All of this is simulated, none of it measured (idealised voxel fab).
process module | voxel self aligned contacts
cross-section cut | 190 nm wide | cells 5 nm
Notation: cross-section as square-cell grid; stated in bands, top first, going down; one or more cell rows per band. Look at the band entry: it leads with the top's height and the bottom's height in nm. Then it lists the materials left to right, with a width in nm for each. The word "full width" on a single material says that material fills the band edge to edge. The word "empty" is empty space. A quick word on heights: they are counted from 0, and under that level the wafer as it came to us is one material throughout. The lowest band is different from the rest in having no bottom; it simply continues downward, written as in "0 and below". A width such as "30..40" changes by the same amount from each row of cells to the next, from the band's top row to its bottom row. Take "changes: none" at face value: in the step it is given for, the cross-section changed in none of its cells. Entry "Enclosed void entries" = empty spaces >= 8 cells with no open way to the top; each as width x height at distance, distance from left edge, all nm. If you see something after the settings on a step's line, that's the simulator's own remark about that step. overlay nm: mask right of planned place by this much (step with mask). Neg. = left.

STEPS IN THE PROCESS PLAN
1,RECEIVE | material Si
2,OXIDIZE | depth nm 5
3,DIRECTIONAL_DEP | material polySi | thk nm 25
4,DIRECTIONAL_DEP | material SiN | thk nm 25
5,PATTERN | tone cover | mask id GATE | material resist | width nm 25 | pitch nm 60 | thk nm 20 | overlay nm 0
6,DIRECTIONAL_ETCH | etch materials SiN | depth nm 25
7,DIRECTIONAL_ETCH | etch materials polySi | depth nm 25
8,STRIP | etch materials resist
9,CONFORMAL_DEP | material SiN | thk nm 10
10,DIRECTIONAL_ETCH | etch materials SiN | depth nm 10
11,FILL_DEP | material SiO2 | thk nm 20
12,CMP | height nm 60
13,DIRECTIONAL_DEP | material aC | thk nm 10
14,PATTERN | tone open | mask id CONTACT | material resist | width nm 45 | thk nm 25 | overlay nm 0
15,DIRECTIONAL_ETCH | etch materials aC | depth nm 10
16,STRIP | etch materials resist
17,DIRECTIONAL_ETCH | etch materials SiO2 | depth nm 65
18,STRIP | etch materials aC
19,CONFORMAL_DEP | material TiN | thk nm 5
20,FILL_DEP | material Ru | thk nm 10
21,CMP | height nm 60
22,CONFORMAL_DEP | material SiCN | thk nm 5

CROSS-SECTION OF THE INCOMING WAFER, STATE AFTER STEP 1
	0 and below: Si full width
	Enclosed void entries: none

END-OF-MODULE CROSS-SECTION. STARTING STRUCTURE AND PROCESS PLAN AS ABOVE; ONE MISTAKE MADE IN RUNNING IT
	65 down to 60: SiCN full width
	60 down to 55: SiO2 (40), SiN (45), TiN (5), Ru (5), TiN (5), SiN (45), SiO2 (45)
	55 down to 50: SiO2 (40), SiN (45), TiN (15), SiN (45), SiO2 (45)
	50 down to 25: SiN full width
	25 down to 0: polySi full width
	0 down to -5: SiO2 full width
	-5 and below: Si full width
	Enclosed void entries: none
Run error: twice, step 4 of the plan was run
